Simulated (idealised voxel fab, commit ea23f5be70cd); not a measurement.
This section sets out a process module, namely voxel ribs on slabs.
We display cut, a cross-section 190 nm in width whose square cells are each 5 nm.
Notation: cross-section as square-cell grid; stated in bands, top first, going down; one or more cell rows per band.
Heights first: top, then bottom, in nm. Then materials, left to right, each with a width in nm. "full width" on a single material: fills the band edge to edge. "air": empty space.
We count height from 0. Below that, the starting wafer is all one material. The lowest band never ends at the bottom but goes on down; see "0 nm and below" for how that is written.
Width "30..40": first value at the band's top row of cells, second value at its bottom row, equal change from row to row.
"nothing got changed" -> step changed no cross-section cell.
Under "Completely enclosed voids" you'll find the enclosed gaps, the ones with no way out to the top, that are 8 cells or bigger; each reads width x height at distance, with distance counted from the left edge, everything in nm.
Anything after a step's settings on that line? It's the simulator's own note about the step.
"overlay nm" on a masked step: distance the mask lay right of its planned place, negative for left.

Here's what the planned process steps look like
1 RECEIVE: material Si
2 DIRECTIONAL_DEP: material SiO2, thk nm 25
3 DIRECTIONAL_DEP: material SiN, thk nm 25
4 MASKED_ETCH: tone cover, mask id RIB, width nm 20, etch materials SiN, depth nm 20, overlay nm 0
5 PATTERN: tone cover, mask id SLAB, material resist, width nm 60, thk nm 20, overlay nm 0
6 DIRECTIONAL_ETCH: etch materials SiN, depth nm 5
7 STRIP: etch materials resist
8 FILL_DEP: material SiO2, thk nm 15
9 CMP: height nm 65
10 DIRECTIONAL_DEP: material TiN, thk nm 5
11 DIRECTIONAL_DEP: material aC, thk nm 10
12 PATTERN: tone cover, mask id HEATER, material resist, width nm 30, thk nm 25, overlay nm 0
13 DIRECTIONAL_ETCH: etch materials aC, depth nm 10
14 STRIP: etch materials resist
15 DIRECTIONAL_ETCH: etch materials TiN, depth nm 5
16 STRIP: etch materials aC
17 CONFORMAL_DEP: material SiO2, thk nm 5
The plan shows the thk nm of step 2 as the first wafer had it; this setting differs between the wafers, which start out alike.

Cross-section of the first of several wafers as received (after step 1)
    0 nm and below | Si full width
    Completely enclosed voids: none

Cross-section after step 17, the final step of the module, for the first of several wafers
    75 nm to 70 nm | air=75, then SiO2=40, then air=75
    70 nm to 65 nm | SiO2=80, then TiN=30, then SiO2=80
    65 nm to 50 nm | SiO2 full width
    50 nm to 30 nm | SiO2=85, then SiN=20, then SiO2=85
    30 nm to 25 nm | SiO2=65, then SiN=60, then SiO2=65
    25 nm to 0 nm | SiO2 full width
    0 nm and below | Si full width
    Completely enclosed voids: none

A cross-section through the last wafer at the close of the module
    75 nm to 70 nm | air=75, then SiO2=40, then air=75
    70 nm to 65 nm | SiO2=80, then TiN=30, then SiO2=80
    65 nm to 50 nm | SiO2=85, then SiN=20, then SiO2=85
    50 nm to 45 nm | SiO2=65, then SiN=60, then SiO2=65
    45 nm to 0 nm | SiO2 full width
    0 nm and below | Si full width
    Completely enclosed voids: none

Every row in this table is a wafer at the end of the module, and it gives, for each of the materials, the cells that wafer has gained (+) or lost (-) since it was received, then its closed voids
thk nm 25; +28 SiN; +506 SiO2; +6 TiN; Completely enclosed voids: none
thk nm 30; +28 SiN; +506 SiO2; +6 TiN; Completely enclosed voids: none
thk nm 35; +28 SiN; +506 SiO2; +6 TiN; Completely enclosed voids: none
thk nm 40; +28 SiN; +506 SiO2; +6 TiN; Completely enclosed voids: none
thk nm 45; +24 SiN; +510 SiO2; +6 TiN; Completely enclosed voids: none
